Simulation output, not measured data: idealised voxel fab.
This section sets out a process module, namely voxel released beams.
It is cross-section cut that appears here, measuring 160 nm in width, its square cells being 5 nm in size.
Throughout this document, each cross-section is represented as a grid of square cells and is presented as a sequence of bands enumerated from the top downward, where a band comprises one or more rows of cells. Top, bottom (nm), then materials left to right with widths (nm); lone material tagged "everywhere" fills the whole band edge to edge; "air" = empty space. Zero point of the height axis is 0; under it, received wafer = one material. Lowest band: continues down indefinitely, "z 0 and below". When a width is written as two numbers, as in "30->40", the first number is the width in the top row of cells of the band and the second is the width in its bottom row, and the width changes by the same amount from each row to the next. A step reported as "changes: none" is a step in which no cell of the cross-section changed. "Sealed void list" contains a list of empty spaces, each no smaller than 8 cells and without an open way to the top, written in the form width x height at distance with the distance from the left edge and all three in nm. Heads up: the bit after the settings on a step's line is the simulator's remark on that step. overlay nm: mask offset rightward from planned place, masked step; negative means leftward offset.

Process steps foreseen in the plan:
1: RECEIVE (material Si)
2: CONFORMAL_DEP (material Al2O3; thk nm 5)
3: DIRECTIONAL_DEP (material SiO2; thk nm 20)
4: PATTERN (tone open; mask id ANCHOR; material resist; width nm 30; thk nm 15; overlay nm 0)
5: DIRECTIONAL_ETCH (etch materials SiO2; depth nm 20)
6: STRIP (etch materials resist)
7: CONFORMAL_DEP (material SiN; thk nm 10)
8: PATTERN (tone cover; mask id BEAM; material resist; width nm 115; thk nm 20; overlay nm 0)
9: DIRECTIONAL_ETCH (etch materials SiN; depth nm 10)
10: STRIP (etch materials resist)
11: STRIP (etch materials SiO2)
The plan's step 2 thk nm is the first wafer's value; the wafers differ in this setting and start identical.

Cross-section: the first of several wafers in its as-received state, i.e. following step 1:
> z 0 and below = Si everywhere
> Sealed void list: none

Per wafer, end of module: cells gained (+) or lost (-) per material since receipt, then closed voids:
thk nm 5 | +32 Al2O3 | +62 SiN | Sealed void list: none
thk nm 10 | +64 Al2O3 | +62 SiN | Sealed void list: none
thk nm 15 | +96 Al2O3 | +62 SiN | Sealed void list: none
thk nm 20 | +128 Al2O3 | +62 SiN | Sealed void list: none
thk nm 25 | +160 Al2O3 | +62 SiN | Sealed void list: none
